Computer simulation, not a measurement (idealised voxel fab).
process module | voxel capacitor over wiring
Pictured: cross-section cut, 195 nm wide, on a grid of 5 nm square cells.
Cross-section = grid of square cells, listed top down in bands; band = one or more rows. The entry gives the band's vertical extent as a top height and a bottom height in nm, then its horizontal make-up as materials from left to right, each with a width in nm. "blank" stands for empty space; a single material marked "throughout" fills the band edge to edge. Ref level 0: as-received wafer is one material below here. Bottom band extends down with no lower bound ("0 and below"). Width "30..40": first value at the band's top row of cells, second value at its bottom row, equal change from row to row. For the purposes of this document, the phrase "stayed the same" attached to a step denotes that no cell within the cross-section was modified by that step. The entry "Closed internal cavities" lists the empty spaces that cover at least 8 cells and have no open path to the top. Each is written as width x height at distance, where the distance is measured from the left edge and all three values are in nm. Text after the settings on a step's line: the simulator's own remark on that step. overlay nm: mask right of planned place by this much (step with mask). Neg. = left.
### Planned step list for the process
1 RECEIVE with material Si
2 CONFORMAL_DEP with material SiO2, thk nm 10
3 CONFORMAL_DEP with material SiCN, thk nm 5
4 DIRECTIONAL_DEP with material SiO2, thk nm 20
5 PATTERN with tone open, mask id METAL_1, material resist, width nm 30, pitch nm 100, thk nm 15, overlay nm 0
6 DIRECTIONAL_ETCH with etch materials SiO2, depth nm 20
7 DIRECTIONAL_ETCH with etch materials SiCN, depth nm 5
8 STRIP with etch materials resist
9 CONFORMAL_DEP with material TiN, thk nm 5
10 FILL_DEP with material W, thk nm 5
11 CMP with height nm 35
12 EPI with material Ru, thk nm 5
13 FILL_DEP with material SiCN, thk nm 5
14 DIRECTIONAL_DEP with material lowk, thk nm 15
15 PATTERN with tone open, mask id PLUG_1, material resist, width nm 15, thk nm 15, overlay nm 0
16 DIRECTIONAL_ETCH with etch materials lowk, depth nm 15
17 DIRECTIONAL_ETCH with etch materials SiCN, depth nm 5
18 STRIP with etch materials resist
19 EPI with material Ru, thk nm 10
20 EPI with material Ru, thk nm 10
21 DIRECTIONAL_DEP with material TiN, thk nm 5
22 DIRECTIONAL_DEP with material Al2O3, thk nm 5
23 DIRECTIONAL_DEP with material TiN, thk nm 10
24 PATTERN with tone cover, mask id UPPER_PLATE, material resist, width nm 75, thk nm 20, overlay nm 0
25 DIRECTIONAL_ETCH with etch materials TiN, depth nm 10
26 DIRECTIONAL_ETCH with etch materials Al2O3, depth nm 5
27 STRIP with etch materials resist
28 PATTERN with tone cover, mask id LOWER_PLATE, material resist, width nm 85, thk nm 15, overlay nm 0
29 DIRECTIONAL_ETCH with etch materials TiN, depth nm 5
30 STRIP with etch materials resist
31 FILL_DEP with material SiO2, thk nm 20
32 CMP with height nm 95
33 DIRECTIONAL_DEP with material aC, thk nm 15
34 PATTERN with tone open, mask id PLUG_2, material resist, width nm 15, thk nm 30, overlay nm 0
35 DIRECTIONAL_ETCH with etch materials aC, depth nm 15
36 STRIP with etch materials resist
37 DIRECTIONAL_ETCH with etch materials SiO2, depth nm 15
38 STRIP with etch materials aC
39 CONFORMAL_DEP with material TiN, thk nm 5
40 FILL_DEP with material Cu, thk nm 10
41 CMP with height nm 95
42 CONFORMAL_DEP with material SiCN, thk nm 5
### Cross-section of the wafer at receipt, which is the condition after step 1
- 0 and below | Si throughout
- Closed internal cavities: none
### Run as planned - first of the two wafers cross-sectioned at the end of the module
- 100 down to 95 | SiCN throughout
- 95 down to 85 | 55 of SiO2; 5 of TiN; 5 of Cu; 5 of TiN; 125 of SiO2
- 85 down to 80 | 55 of SiO2; 15 of TiN; 125 of SiO2
- 80 down to 70 | 45 of SiO2; 75 of TiN; 75 of SiO2
- 70 down to 65 | 45 of SiO2; 75 of Al2O3; 75 of SiO2
- 65 down to 60 | 40 of SiO2; 85 of TiN; 70 of SiO2
- 60 down to 45 | 45 of lowk; 15 of Ru; 135 of lowk
- 45 down to 40 | 45 of SiCN; 15 of Ru; 135 of SiCN
- 40 down to 35 | 25 of SiCN; 40 of Ru; 60 of SiCN; 40 of Ru; 30 of SiCN
- 35 down to 15 | 30 of SiO2; 5 of TiN; 20 of W; 5 of TiN; 70 of SiO2; 5 of TiN; 20 of W; 5 of TiN; 35 of SiO2
- 15 down to 10 | 30 of SiCN; 30 of TiN; 70 of SiCN; 30 of TiN; 35 of SiCN
- 10 down to 0 | SiO2 throughout
- 0 and below | Si throughout
- Closed internal cavities: none
### Here is the second of the two wafers cut open at the end of the module - same start, same plan as the first one, but we made one mistake running it
- 100 down to 95 | SiCN throughout
- 95 down to 85 | 55 of SiO2; 5 of TiN; 5 of Cu; 5 of TiN; 125 of SiO2
- 85 down to 80 | 55 of SiO2; 15 of TiN; 125 of SiO2
- 80 down to 70 | 45 of SiO2; 75 of TiN; 75 of SiO2
- 70 down to 65 | 45 of SiO2; 75 of Al2O3; 75 of SiO2
- 65 down to 60 | 40 of SiO2; 85 of TiN; 70 of SiO2
- 60 down to 45 | 45 of lowk; 15 of Ru; 135 of lowk
- 45 down to 40 | 45 of SiCN; 15 of Ru; 135 of SiCN
- 40 down to 35 | Ru throughout
- 35 down to 30 | W throughout
- 30 down to 25 | 35 of TiN; 20 of W; 80 of TiN; 20 of W; 40 of TiN
- 25 down to 5 | 30 of SiO2; 5 of TiN; 20 of W; 5 of TiN; 70 of SiO2; 5 of TiN; 20 of W; 5 of TiN; 35 of SiO2
- 5 down to 0 | 30 of SiCN; 30 of TiN; 70 of SiCN; 30 of TiN; 35 of SiCN
- 0 and below | Si throughout
- Closed internal cavities: none
Heads up, the wafer didn't run the way we planned it: step 2 of the plan was jumped over and never run
At the finish, the second wafer shows more or fewer cells for some materials than the first does: +23 Ru; -23 SiCN; -78 SiO2; +31 TiN; +47 W
